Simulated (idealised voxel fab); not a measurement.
A process module follows: voxel local oxidation.
The cross-section on display is named cut; it measures 270 nm wide, and its cells are 5 nm squares.
Cross-sections here: square-cell grids, written as top-down lists of bands, a band being one or more rows of cells. Look at the band entry: it leads with the top's height and the bottom's height in nm. Then it lists the materials left to right, with a width in nm for each. The word "edge to edge" on a single material says that material fills the band edge to edge. The word "air" is empty space. Zero point of the height axis is 0; under it, received wafer = one material. Lowest band: continues down indefinitely, "0 down". A width given as "30 to 40" starts at the first number in the band's top row and ends at the second number in its bottom row, shifting by an equal amount at every step from row to row. A step reported as "no alteration" is a step in which no cell of the cross-section changed. "Enclosed cavities" enumerates empty spaces isolated from the top, with no open way to it, that contain at least 8 cells, giving each as width x height at distance from the left edge, all three in nm. The remark found on a step's line after its settings is issued by the simulator itself and pertains to that step. "overlay nm", when on a step's line for a step with a mask, measures how far to the right of its planned place the mask lay; a negative measure means to the left.
[plan]
step 1: RECEIVE,material Si
step 2: OXIDIZE,depth nm 5
step 3: CONFORMAL_DEP,material SiN,thk nm 10
step 4: MASKED_ETCH,tone cover,mask id ACTIVE,width nm 100,etch materials SiN,depth nm 10,overlay nm 0
step 5: SELECTIVE_ETCH,etch materials SiO2,depth nm 5
step 6: OXIDIZE,depth nm 15
step 7: STRIP,etch materials SiN
[Cross-section of the incoming wafer, state after step 1]
	0 down  Si edge to edge
	Enclosed cavities: none
[Figure: cross-sectional view of the wafer upon completion of the module, processed from the initial state and according to the plan depicted above, with one error introduced during execution]
	0 to -5  air 95 nm, SiO2 90 nm, air 85 nm
	-5 to -20  SiO2 110 nm, Si 60 nm, SiO2 100 nm
	-20 down  Si edge to edge
	Enclosed cavities: none
Plan not followed: step 4 changed vs plan, executed as MASKED_ETCH,tone cover,mask id ACTIVE,width nm 100,etch materials SiN,depth nm 10,overlay nm 5
